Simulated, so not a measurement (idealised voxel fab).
Process module, titled voxel capacitor over wiring
Cross-section cut spans 280 nm and uses square cells 5 nm in size.
A cross-section is written here as square cells arranged in a grid, and it is given in bands from the top down, each band taking up one or more rows of cells. In this notation a band is specified by the heights of its top and bottom, in that order and in nm, after which its materials appear from left to right, each paired with its width in nm. The word "edge to edge" attached to a single material means that material fills the band from edge to edge; the word "empty" stands for empty space. Height 0 is the level under which the wafer as received is all one material. The lowest band goes on downwards, as in "from 0 down". A two-number width, for instance "30->40", indicates that the width is equal to the first number in the top row of the band and to the second number in the bottom row, and that it changes by a constant amount per row of cells. For the purposes of this document, the phrase "identical to before" attached to a step denotes that no cell within the cross-section was modified by that step. The entry titled "Internal closed voids" provides the empty spaces that have no open way to the top, restricted to those of 8 cells or more. Each is presented as width x height at distance, the distance being measured from the left edge, with all three in nm. Formally, on a step line, whatever follows the settings is a remark that the simulator itself makes on the step. overlay nm: how far to the right of its planned place the mask lay on this masked step (negative: to the left).

[Below is the list of planned process steps]
| 1 | op RECEIVE | material Si |
| 2 | op CONFORMAL_DEP | material SiO2 | thk nm 15 |
| 3 | op CONFORMAL_DEP | material SiCN | thk nm 5 |
| 4 | op DIRECTIONAL_DEP | material lowk | thk nm 15 |
| 5 | op MASKED_ETCH | tone open | mask id METAL_1 | width nm 25 | pitch nm 90 | etch materials lowk | depth nm 15 | overlay nm 0 |
| 6 | op MASKED_ETCH | tone open | mask id METAL_1 | width nm 25 | pitch nm 90 | etch materials SiCN | depth nm 5 | overlay nm 0 |
| 7 | op CONFORMAL_DEP | material TiN | thk nm 5 |
| 8 | op FILL_DEP | material Cu | thk nm 5 |
| 9 | op CMP | height nm 35 |
| 10 | op CONFORMAL_DEP | material SiCN | thk nm 5 |
| 11 | op DIRECTIONAL_DEP | material SiO2 | thk nm 20 |
| 12 | op MASKED_ETCH | tone open | mask id PLUG_1 | width nm 15 | etch materials SiO2 | depth nm 20 | overlay nm 0 |
| 13 | op MASKED_ETCH | tone open | mask id PLUG_1 | width nm 15 | etch materials SiCN | depth nm 5 | overlay nm 0 |
| 14 | op EPI | material Ru | thk nm 10 |
| 15 | op EPI | material Ru | thk nm 10 |
| 16 | op EPI | material Ru | thk nm 5 |
| 17 | op DIRECTIONAL_DEP | material TiN | thk nm 10 |
| 18 | op DIRECTIONAL_DEP | material Al2O3 | thk nm 5 |
| 19 | op DIRECTIONAL_DEP | material TiN | thk nm 5 |
| 20 | op PATTERN | tone cover | mask id UPPER_PLATE | material resist | width nm 70 | thk nm 15 | overlay nm 0 |
| 21 | op DIRECTIONAL_ETCH | etch materials TiN | depth nm 5 |
| 22 | op DIRECTIONAL_ETCH | etch materials Al2O3 | depth nm 5 |
| 23 | op STRIP | etch materials resist |
| 24 | op MASKED_ETCH | tone cover | mask id LOWER_PLATE | width nm 80 | etch materials TiN | depth nm 10 | overlay nm 0 |
| 25 | op FILL_DEP | material SiO2 | thk nm 20 |
| 26 | op CMP | height nm 95 |
| 27 | op PATTERN | tone open | mask id PLUG_2 | material resist | width nm 15 | thk nm 20 | overlay nm 0 |
| 28 | op DIRECTIONAL_ETCH | etch materials SiO2 | depth nm 15 |
| 29 | op STRIP | etch materials resist |
| 30 | op CONFORMAL_DEP | material TiN | thk nm 5 |
| 31 | op FILL_DEP | material W | thk nm 10 |
| 32 | op CMP | height nm 95 |
| 33 | op CONFORMAL_DEP | material SiCN | thk nm 5 |

[First of two wafers, with the run carried out as planned]

[Cross-section of the wafer upon arrival, representing the state reached after step 1]
* from 0 down = Si edge to edge
* Internal closed voids: none

[Wafer after step 2 (cross-section)]
* from 15 to 0 = SiO2 edge to edge
* Below 0, the layers are the same as they were.

[Wafer after step 3 (cross-section)]
* from 20 to 15 = SiCN edge to edge
* Below 15, the layers are the same as they were.

[Wafer after step 4 (cross-section)]
* from 35 to 20 = lowk edge to edge
* Below 20, the layers are the same as they were.

[Wafer after step 5 (cross-section)]
* from 35 to 20 = lowk (80) | empty (25) | lowk (65) | empty (25) | lowk (85)
* Below 20, the layers are the same as they were.

[Wafer after step 6 (cross-section)]
* from 35 to 20 = lowk (80) | empty (25) | lowk (65) | empty (25) | lowk (85)
* from 20 to 15 = SiCN (80) | empty (25) | SiCN (65) | empty (25) | SiCN (85)
* Below 15, the layers are the same as they were.

[Wafer after step 7 (cross-section)]
* from 40 to 35 = TiN (85) | empty (15) | TiN (75) | empty (15) | TiN (90)
* from 35 to 20 = lowk (80) | TiN (5) | empty (15) | TiN (5) | lowk (65) | TiN (5) | empty (15) | TiN (5) | lowk (85)
* from 20 to 15 = SiCN (80) | TiN (25) | SiCN (65) | TiN (25) | SiCN (85)
* Below 15, the layers are the same as they were.

[Wafer after step 8 (cross-section)]
* from 45 to 40 = Cu edge to edge
* from 40 to 35 = TiN (85) | Cu (15) | TiN (75) | Cu (15) | TiN (90)
* from 35 to 20 = lowk (80) | TiN (5) | Cu (15) | TiN (5) | lowk (65) | TiN (5) | Cu (15) | TiN (5) | lowk (85)
* Below 20, the layers are the same as they were.

[Wafer after step 9 (cross-section)]
* from 35 to 20 = lowk (80) | TiN (5) | Cu (15) | TiN (5) | lowk (65) | TiN (5) | Cu (15) | TiN (5) | lowk (85)
* Below 20, the layers are the same as they were.

[Wafer after step 10 (cross-section)]
* from 40 to 35 = SiCN edge to edge
* Below 35, the layers are the same as they were.

[Wafer after step 11 (cross-section)]
* from 60 to 40 = SiO2 edge to edge
* Below 40, the layers are the same as they were.

[Wafer after step 12 (cross-section)]
* from 60 to 40 = SiO2 (90) | empty (15) | SiO2 (175)
* Below 40, the layers are the same as they were.

[Wafer after step 13 (cross-section)]
* from 60 to 40 = SiO2 (90) | empty (15) | SiO2 (175)
* from 40 to 35 = SiCN (90) | empty (15) | SiCN (175)
* Below 35, the layers are the same as they were.

[Wafer after step 14 (cross-section)]
* from 60 to 45 = SiO2 (90) | empty (15) | SiO2 (175)
* from 45 to 40 = SiO2 (90) | Ru (15) | SiO2 (175)
* from 40 to 35 = SiCN (90) | Ru (15) | SiCN (175)
* Below 35, the layers are the same as they were.

[Wafer after step 15 (cross-section)]
* from 60 to 55 = SiO2 (90) | empty (15) | SiO2 (175)
* from 55 to 40 = SiO2 (90) | Ru (15) | SiO2 (175)
* Below 40, the layers are the same as they were.

[Wafer after step 16 (cross-section)]
* from 60 to 40 = SiO2 (90) | Ru (15) | SiO2 (175)
* Below 40, the layers are the same as they were.

[Wafer after step 17 (cross-section)]
* from 70 to 60 = TiN edge to edge
* Below 60, the layers are the same as they were.

[Wafer after step 18 (cross-section)]
* from 75 to 70 = Al2O3 edge to edge
* Below 70, the layers are the same as they were.

[Wafer after step 19 (cross-section)]
* from 80 to 75 = TiN edge to edge
* Below 75, the layers are the same as they were.

[Wafer after step 20 (cross-section)]
* from 95 to 80 = empty (90) | resist (70) | empty (120)
* Below 80, the layers are the same as they were.

[Wafer after step 21 (cross-section)]
* from 95 to 80 = empty (90) | resist (70) | empty (120)
* from 80 to 75 = empty (90) | TiN (70) | empty (120)
* Below 75, the layers are the same as they were.

[Wafer after step 22 (cross-section)]
* from 95 to 80 = empty (90) | resist (70) | empty (120)
* from 80 to 75 = empty (90) | TiN (70) | empty (120)
* from 75 to 70 = empty (90) | Al2O3 (70) | empty (120)
* Below 70, the layers are the same as they were.

[Wafer after step 23 (cross-section)]
* from 80 to 75 = empty (90) | TiN (70) | empty (120)
* Below 75, the layers are the same as they were.

[Wafer after step 24 (cross-section)]
* from 80 to 75 = empty (90) | TiN (70) | empty (120)
* from 75 to 70 = empty (90) | Al2O3 (70) | empty (120)
* from 70 to 60 = empty (85) | TiN (80) | empty (115)
* Below 60, the layers are the same as they were.

[Wafer after step 25 (cross-section)]
* from 100 to 80 = SiO2 edge to edge
* from 80 to 75 = SiO2 (90) | TiN (70) | SiO2 (120)
* from 75 to 70 = SiO2 (90) | Al2O3 (70) | SiO2 (120)
* from 70 to 60 = SiO2 (85) | TiN (80) | SiO2 (115)
* Below 60, the layers are the same as they were.

[Wafer after step 26 (cross-section)]
* from 95 to 80 = SiO2 edge to edge
* Below 80, the layers are the same as they were.

[Wafer after step 27 (cross-section)]
* from 115 to 95 = resist (100) | empty (15) | resist (165)
* Below 95, the layers are the same as they were.

[Wafer after step 28 (cross-section)]
* from 115 to 95 = resist (100) | empty (15) | resist (165)
* from 95 to 80 = SiO2 (100) | empty (15) | SiO2 (165)
* Below 80, the layers are the same as they were.

[Wafer after step 29 (cross-section)]
* from 95 to 80 = SiO2 (100) | empty (15) | SiO2 (165)
* Below 80, the layers are the same as they were.

[Wafer after step 30 (cross-section)]
* from 100 to 95 = TiN (105) | empty (5) | TiN (170)
* from 95 to 85 = SiO2 (100) | TiN (5) | empty (5) | TiN (5) | SiO2 (165)
* from 85 to 75 = SiO2 (100->90) | TiN (15->70) | SiO2 (165->120)
* Below 75, the layers are the same as they were.

[Wafer after step 31 (cross-section)]
* from 110 to 100 = W edge to edge
* from 100 to 95 = TiN (105) | W (5) | TiN (170)
* from 95 to 85 = SiO2 (100) | TiN (5) | W (5) | TiN (5) | SiO2 (165)
* Below 85, the layers are the same as they were.

[Wafer after step 32 (cross-section)]
* from 95 to 85 = SiO2 (100) | TiN (5) | W (5) | TiN (5) | SiO2 (165)
* Below 85, the layers are the same as they were.

[Wafer after step 33 (cross-section)]
* from 100 to 95 = SiCN edge to edge
* Below 95, the layers are the same as they were.

[Second wafer, same starting conditions and recipe as the first, one mistake in executing it, nothing differs from the first up to and including step 9]

[Second wafer cross-section, taken as of the time the plan sets for step 10 to be done]
* from 55 to 35 = SiO2 edge to edge
* Below 35, the layers are the same as they were.

[Second wafer cross-section, taken as of the time the plan sets for step 11 to be done]
* from 60 to 55 = SiCN edge to edge
* Below 55, the layers are the same as they were.

Second wafer cross-section, taken as of the time the plan sets for step 12 to be done: identical to before

[Second wafer cross-section, taken as of the time the plan sets for step 13 to be done]
* from 60 to 55 = SiCN (90) | empty (15) | SiCN (175)
* Below 55, the layers are the same as they were.

Second wafer cross-section, taken as of the time the plan sets for step 14 to be done: identical to before

Second wafer cross-section, taken as of the time the plan sets for step 15 to be done: identical to before

Second wafer cross-section, taken as of the time the plan sets for step 16 to be done: identical to before

[Second wafer cross-section, taken as of the time the plan sets for step 17 to be done]
* from 70 to 65 = TiN (90) | empty (15) | TiN (175)
* from 65 to 60 = TiN edge to edge
* from 60 to 55 = SiCN (90) | TiN (15) | SiCN (175)
* Below 55, the layers are the same as they were.

[Second wafer cross-section, taken as of the time the plan sets for step 18 to be done]
* from 75 to 70 = Al2O3 (90) | empty (15) | Al2O3 (175)
* from 70 to 65 = TiN (90) | Al2O3 (15) | TiN (175)
* Below 65, the layers are the same as they were.

[Second wafer cross-section, taken as of the time the plan sets for step 19 to be done]
* from 80 to 75 = TiN (90) | empty (15) | TiN (175)
* from 75 to 70 = Al2O3 (90) | TiN (15) | Al2O3 (175)
* Below 70, the layers are the same as they were.

[Second wafer cross-section, taken as of the time the plan sets for step 20 to be done]
* from 95 to 80 = empty (90) | resist (70) | empty (120)
* from 80 to 75 = TiN (90) | resist (15) | TiN (175)
* Below 75, the layers are the same as they were.

[Second wafer cross-section, taken as of the time the plan sets for step 21 to be done]
* from 95 to 80 = empty (90) | resist (70) | empty (120)
* from 80 to 75 = empty (90) | resist (15) | TiN (55) | empty (120)
* Below 75, the layers are the same as they were.

[Second wafer cross-section, taken as of the time the plan sets for step 22 to be done]
* from 95 to 80 = empty (90) | resist (70) | empty (120)
* from 80 to 75 = empty (90) | resist (15) | TiN (55) | empty (120)
* from 75 to 70 = empty (90) | TiN (15) | Al2O3 (55) | empty (120)
* Below 70, the layers are the same as they were.

[Second wafer cross-section, taken as of the time the plan sets for step 23 to be done]
* from 80 to 75 = empty (105) | TiN (55) | empty (120)
* Below 75, the layers are the same as they were.

[Second wafer cross-section, taken as of the time the plan sets for step 24 to be done]
* from 80 to 75 = empty (105) | TiN (55) | empty (120)
* from 75 to 70 = empty (90) | TiN (15) | Al2O3 (55) | empty (120)
* from 70 to 65 = empty (85) | TiN (5) | Al2O3 (15) | TiN (60) | empty (115)
* from 65 to 60 = empty (85) | TiN (80) | empty (115)
* Below 60, the layers are the same as they were.

[Second wafer cross-section, taken as of the time the plan sets for step 25 to be done]
* from 100 to 80 = SiO2 edge to edge
* from 80 to 75 = SiO2 (105) | TiN (55) | SiO2 (120)
* from 75 to 70 = SiO2 (90) | TiN (15) | Al2O3 (55) | SiO2 (120)
* from 70 to 65 = SiO2 (85) | TiN (5) | Al2O3 (15) | TiN (60) | SiO2 (115)
* from 65 to 60 = SiO2 (85) | TiN (80) | SiO2 (115)
* Below 60, the layers are the same as they were.

[Second wafer cross-section, taken as of the time the plan sets for step 26 to be done]
* from 95 to 80 = SiO2 edge to edge
* Below 80, the layers are the same as they were.

[Second wafer cross-section, taken as of the time the plan sets for step 27 to be done]
* from 115 to 95 = resist (100) | empty (15) | resist (165)
* Below 95, the layers are the same as they were.

[Second wafer cross-section, taken as of the time the plan sets for step 28 to be done]
* from 115 to 95 = resist (100) | empty (15) | resist (165)
* from 95 to 80 = SiO2 (100) | empty (15) | SiO2 (165)
* Below 80, the layers are the same as they were.

[Second wafer cross-section, taken as of the time the plan sets for step 29 to be done]
* from 95 to 80 = SiO2 (100) | empty (15) | SiO2 (165)
* Below 80, the layers are the same as they were.

[Second wafer cross-section, taken as of the time the plan sets for step 30 to be done]
* from 100 to 95 = TiN (105) | empty (5) | TiN (170)
* from 95 to 85 = SiO2 (100) | TiN (5) | empty (5) | TiN (5) | SiO2 (165)
* from 85 to 75 = SiO2 (100->105) | TiN (15->55) | SiO2 (165->120)
* Below 75, the layers are the same as they were.

[Second wafer cross-section, taken as of the time the plan sets for step 31 to be done]
* from 110 to 100 = W edge to edge
* from 100 to 95 = TiN (105) | W (5) | TiN (170)
* from 95 to 85 = SiO2 (100) | TiN (5) | W (5) | TiN (5) | SiO2 (165)
* Below 85, the layers are the same as they were.

[Second wafer cross-section, taken as of the time the plan sets for step 32 to be done]
* from 95 to 85 = SiO2 (100) | TiN (5) | W (5) | TiN (5) | SiO2 (165)
* Below 85, the layers are the same as they were.

[Second wafer cross-section, taken as of the time the plan sets for step 33 to be done]
* from 100 to 95 = SiCN edge to edge
* Below 95, the layers are the same as they were.
Want to know what went wrong? step 10 ran in the slot meant for step 11, and vice versa
at the end the second wafer has, in cells: 15 fewer of Ru | 15 more of SiO2
